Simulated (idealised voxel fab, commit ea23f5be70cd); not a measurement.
Documented hereafter: the process module known as voxel double patterning.
175 nm wide, 5 nm square cells: that's cross-section cut.
Each cross-section below is a grid of square cells, stated as bands in top-down order, with one or more rows of cells making up each band. The entry gives the band's vertical extent as a top height and a bottom height in nm, then its horizontal make-up as materials from left to right, each with a width in nm. "air" stands for empty space; a single material marked "edge to edge" fills the band edge to edge. The level at which height equals 0 is the one under which the wafer, as it arrives, is entirely one material. No lower edge exists for the bottom band, which continues downward and is notated as in "0..down". Note: "30->40" means the width goes from the first number (top row of the band) to the second number (bottom row) in equal steps per row of cells. Any step labelled "all unchanged" changed none of the cells in the cross-section. The entry titled "Unvented internal voids" provides the empty spaces that have no open way to the top, restricted to those of 8 cells or more. Each is presented as width x height at distance, the distance being measured from the left edge, with all three in nm. Anything after a step's settings on that line? It's the simulator's own note about the step. The setting "overlay nm" may be written on the line of a step. When the step uses a mask, the value reports how far to the right of the planned place the mask lay, and a negative value reports that it lay to the left.

### Process steps foreseen in the plan
- 1: RECEIVE, material Si
- 2: CONFORMAL_DEP, material SiN, thk nm 5
- 3: DIRECTIONAL_DEP, material SiO2, thk nm 20
- 4: DIRECTIONAL_DEP, material SiCN, thk nm 5
- 5: DIRECTIONAL_DEP, material aC, thk nm 15
- 6: PATTERN, tone open, mask id FIRST, material resist, width nm 15, pitch nm 50, thk nm 30, overlay nm 0
- 7: DIRECTIONAL_ETCH, etch materials aC, depth nm 15
- 8: STRIP, etch materials resist
- 9: DIRECTIONAL_ETCH, etch materials SiCN, depth nm 5
- 10: STRIP, etch materials aC
- 11: DIRECTIONAL_DEP, material aC, thk nm 10
- 12: PATTERN, tone open, mask id SECOND, material resist, width nm 15, thk nm 30, overlay nm 0
- 13: DIRECTIONAL_ETCH, etch materials aC, depth nm 10
- 14: STRIP, etch materials resist
- 15: DIRECTIONAL_ETCH, etch materials SiCN, depth nm 5
- 16: STRIP, etch materials aC
- 17: DIRECTIONAL_ETCH, etch materials SiO2, depth nm 20
- 18: STRIP, etch materials SiCN

### So this is the incoming wafer in cross-section - it's already been through step 1
0..down  Si edge to edge
Unvented internal voids: none

### Here's the wafer cut in cross-section after the module, started and planned just like above, except one thing was done wrong in the run
25..5  air 55 / SiO2 15 / air 35 / SiO2 15 / air 55
5..0  SiN edge to edge
0..down  Si edge to edge
Unvented internal voids: none
What was done differently from what was planned? step 6 ran differently from the plan; actual operation with settings: PATTERN, tone cover, mask id FIRST, material resist, width nm 15, pitch nm 50, thk nm 30, overlay nm 0
